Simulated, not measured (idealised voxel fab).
process module | voxel self aligned contacts
cross-section cut | 220 nm wide | cells 5 nm
A cross-section is a grid of square cells, given in bands from the top down. A band is one or more rows of cells.
Each band's line starts with the height of the band's top and of its bottom, in nm. Then come its materials from left to right, each with its width in nm. One material with "throughout" fills the band from edge to edge. "air" is empty space.
Height 0 is the level under which the wafer as received is all one material. The lowest band goes on downwards, as in "0 down".
A width such as "30 to 40" changes by the same amount from each row of cells to the next, from the band's top row to its bottom row.
"no change" after a step means that no cell of the cross-section changed.
closed voids: empty space of 8 cells or more with no open way to the top, each as width x height at its distance from the left edge, in nm
after a step's settings: what the simulator itself notes on the step
overlay nm, on a step with a mask: how far to the right of its planned place the mask lay; to the left if negative
plan
1 op RECEIVE | material Si
2 op CONFORMAL_DEP | material SiO2 | thk nm 5
3 op DIRECTIONAL_DEP | material polySi | thk nm 25
4 op DIRECTIONAL_DEP | material SiN | thk nm 25
5 op PATTERN | tone cover | mask id GATE | material resist | width nm 30 | pitch nm 75 | thk nm 20 | overlay nm 0
6 op DIRECTIONAL_ETCH | etch materials SiN | depth nm 25
7 op DIRECTIONAL_ETCH | etch materials polySi | depth nm 25
8 op STRIP | etch materials resist
9 op CONFORMAL_DEP | material SiN | thk nm 10
10 op DIRECTIONAL_ETCH | etch materials SiN | depth nm 10
11 op FILL_DEP | material SiO2 | thk nm 15
12 op CMP | height nm 60
13 op MASKED_ETCH | tone open | mask id CONTACT | width nm 55 | etch materials SiO2 | depth nm 60 | overlay nm -15
14 op CONFORMAL_DEP | material TiN | thk nm 5
15 op FILL_DEP | material W | thk nm 5
16 op CMP | height nm 60
17 op CONFORMAL_DEP | material SiCN | thk nm 5
varied across the wafers: overlay nm of step 13. The plan shows the first wafer's value. All wafers start alike
first wafer as received, after step 1
  0 down: Si throughout
  closed voids: none
first wafer at the end, after step 17
  65 to 60: SiCN throughout
  60 to 55: SiO2 65 | TiN 35 | W 15 | TiN 5 | SiO2 100
  55 to 30: SiO2 45 | SiN 50 | TiN 5 | W 15 | TiN 5 | SiN 50 | SiO2 50
  30 to 5: SiO2 45 | SiN 10 | polySi 30 | SiN 10 | TiN 5 | W 15 | TiN 5 | SiN 10 | polySi 30 | SiN 10 | SiO2 50
  5 to 0: SiO2 95 | TiN 25 | SiO2 100
  0 down: Si throughout
  closed voids: none
last wafer at the end
  65 to 60: SiCN throughout
  60 to 55: SiO2 95 | TiN 5 | W 15 | TiN 35 | SiO2 70
  55 to 30: SiO2 45 | SiN 50 | TiN 5 | W 15 | TiN 5 | SiN 50 | SiO2 50
  30 to 5: SiO2 45 | SiN 10 | polySi 30 | SiN 10 | TiN 5 | W 15 | TiN 5 | SiN 10 | polySi 30 | SiN 10 | SiO2 50
  5 to 0: SiO2 95 | TiN 25 | SiO2 100
  0 down: Si throughout
  closed voids: none
each wafer at the end: cells of each material gained (+) or lost (-) since it was received, then its closed voids
overlay nm -15 | +44 SiCN | +140 SiN | +262 SiO2 | +33 TiN | +33 W | +60 polySi | closed voids: none
overlay nm -10 | +44 SiCN | +140 SiN | +262 SiO2 | +33 TiN | +33 W | +60 polySi | closed voids: none
overlay nm -5 | +44 SiCN | +140 SiN | +262 SiO2 | +33 TiN | +33 W | +60 polySi | closed voids: none
overlay nm 0 | +44 SiCN | +140 SiN | +262 SiO2 | +33 TiN | +33 W | +60 polySi | closed voids: none
overlay nm 5 | +44 SiCN | +140 SiN | +262 SiO2 | +33 TiN | +33 W | +60 polySi | closed voids: none
overlay nm 10 | +44 SiCN | +140 SiN | +262 SiO2 | +33 TiN | +33 W | +60 polySi | closed voids: none
overlay nm 15 | +44 SiCN | +140 SiN | +262 SiO2 | +33 TiN | +33 W | +60 polySi | closed voids: none
